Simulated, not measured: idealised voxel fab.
Process module, titled voxel fin reveal
Shown is cross-section cut, with a width of 215 nm and square cells of size 5 nm.
For the purposes of this document, a cross-section shall be understood as a grid of square cells, specified as bands listed in top-to-bottom order, each band consisting of one or more rows of cells.
It is stipulated that each band's entry specify, in nanometres, the height of the top of the band and then that of its bottom, followed by the materials of the band in left-to-right sequence, each together with its width in nanometres. A single material marked by the word "throughout" is understood to fill the band from edge to edge; the word "air" is understood to denote empty space.
Heights from 0 (as-received wafer is one material below). Bottom band endless downward, as "top 0, no bottom".
The two numbers in a width such as "30..40" mark its ends across the band: the first belongs to the top row of cells, the second to the bottom row, and from each row to the next the width moves by the same amount.
Given "no change" for a step, no cell of the cross-section differs between before and after that step.
Empty spaces counting at least 8 cells and having no open way to the top are listed in "Enclosed cavities". The notation width x height at distance is used for each, the distance being from the left edge and all three values in nm.
Post-settings text on a step line: simulator's own remark regarding the step.
A step's line can hold "overlay nm"; with a mask on that step, the setting says how far right of the planned place the mask lay, while a negative setting says it lay to the left.

The following list gives the planned process steps
- 1: RECEIVE [material Si]
- 2: CONFORMAL_DEP [material SiN] [thk nm 10]
- 3: MASKED_ETCH [tone cover] [mask id FINS] [width nm 15] [pitch nm 35] [etch materials SiN] [depth nm 10] [overlay nm 0]
- 4: MASKED_ETCH [tone cover] [mask id FINS] [width nm 15] [pitch nm 35] [etch materials Si] [depth nm 35] [overlay nm 0]
- 5: FILL_DEP [material SiO2] [thk nm 10]
- 6: CMP [height nm 10]
- 7: SELECTIVE_ETCH [etch materials SiO2] [depth nm 20]
- 8: STRIP [etch materials SiN]
- 9: CONFORMAL_DEP [material SiO2] [thk nm 5]

Incoming wafer in cross-section (state: after step 1)
	top 0, no bottom = Si throughout
	Enclosed cavities: none

Here's the wafer cut in cross-section after the module, started and planned just like above, except one thing was done wrong in the run
	top 5, bottom 0 = air: 75, SiO2: 25, air: 10, SiO2: 25, air: 80
	top 0, bottom -5 = air: 75, SiO2: 5, Si: 15, SiO2: 5, air: 10, SiO2: 5, Si: 15, SiO2: 5, air: 80
	top -5, bottom -45 = SiO2: 80, Si: 15, SiO2: 20, Si: 15, SiO2: 85
	top -45, no bottom = Si throughout
	Enclosed cavities: none
The mistake made against the process plan was this: step 4 off recipe, ran as MASKED_ETCH [tone cover] [mask id FINS] [width nm 15] [pitch nm 35] [etch materials Si] [depth nm 45] [overlay nm 0]
